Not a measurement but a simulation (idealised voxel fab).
process module | voxel released beams
cross-section cut | 255 nm wide | cells 5 nm
A cross-section is a grid of square cells, given in bands from the top down. A band is one or more rows of cells.
Each band's line starts with the height of the band's top and of its bottom, in nm. Then come its materials from left to right, each with its width in nm. One material with "throughout" fills the band from edge to edge. "air" is empty space.
Height 0 is the level under which the wafer as received is all one material. The lowest band goes on downwards, as in "0 down".
A width such as "30 to 40" changes by the same amount from each row of cells to the next, from the band's top row to its bottom row.
"no change" after a step means that no cell of the cross-section changed.
closed voids: empty space of 8 cells or more with no open way to the top, each as width x height at its distance from the left edge, in nm
after a step's settings: what the simulator itself notes on the step
overlay nm, on a step with a mask: how far to the right of its planned place the mask lay; to the left if negative
plan
1 op RECEIVE | material Si
2 op CONFORMAL_DEP | material Al2O3 | thk nm 10
3 op DIRECTIONAL_DEP | material SiO2 | thk nm 5
4 op DIRECTIONAL_DEP | material aC | thk nm 15
5 op PATTERN | tone open | mask id ANCHOR | material resist | width nm 30 | thk nm 35 | overlay nm 0
6 op DIRECTIONAL_ETCH | etch materials aC | depth nm 15
7 op STRIP | etch materials resist
8 op DIRECTIONAL_ETCH | etch materials SiO2 | depth nm 10
9 op STRIP | etch materials aC
10 op CONFORMAL_DEP | material SiN | thk nm 10
11 op MASKED_ETCH | tone cover | mask id BEAM | width nm 100 | etch materials SiN | depth nm 10 | overlay nm 0
12 op STRIP | etch materials SiO2
varied across the wafers: thk nm of step 3. The plan shows the first wafer's value. All wafers start alike
first wafer as received, after step 1
  0 down: Si throughout
  closed voids: none
first wafer at the end, after step 12
  25 to 20: air 75 | SiN 15 | air 10 | SiN 75 | air 80
  20 to 10: air 75 to 80 | SiN 100 to 30 | air 80 to 145
  10 to 0: Al2O3 throughout
  0 down: Si throughout
  closed voids: none
last wafer at the end
  10 to 0: Al2O3 throughout
  0 down: Si throughout
  closed voids: none
each wafer at the end: cells of each material gained (+) or lost (-) since it was received, then its closed voids
thk nm 5 | +102 Al2O3 | +44 SiN | closed voids: none
thk nm 10 | +102 Al2O3 | +48 SiN | closed voids: none
thk nm 15 | +102 Al2O3 | closed voids: none
thk nm 20 | +102 Al2O3 | closed voids: none
thk nm 25 | +102 Al2O3 | closed voids: none
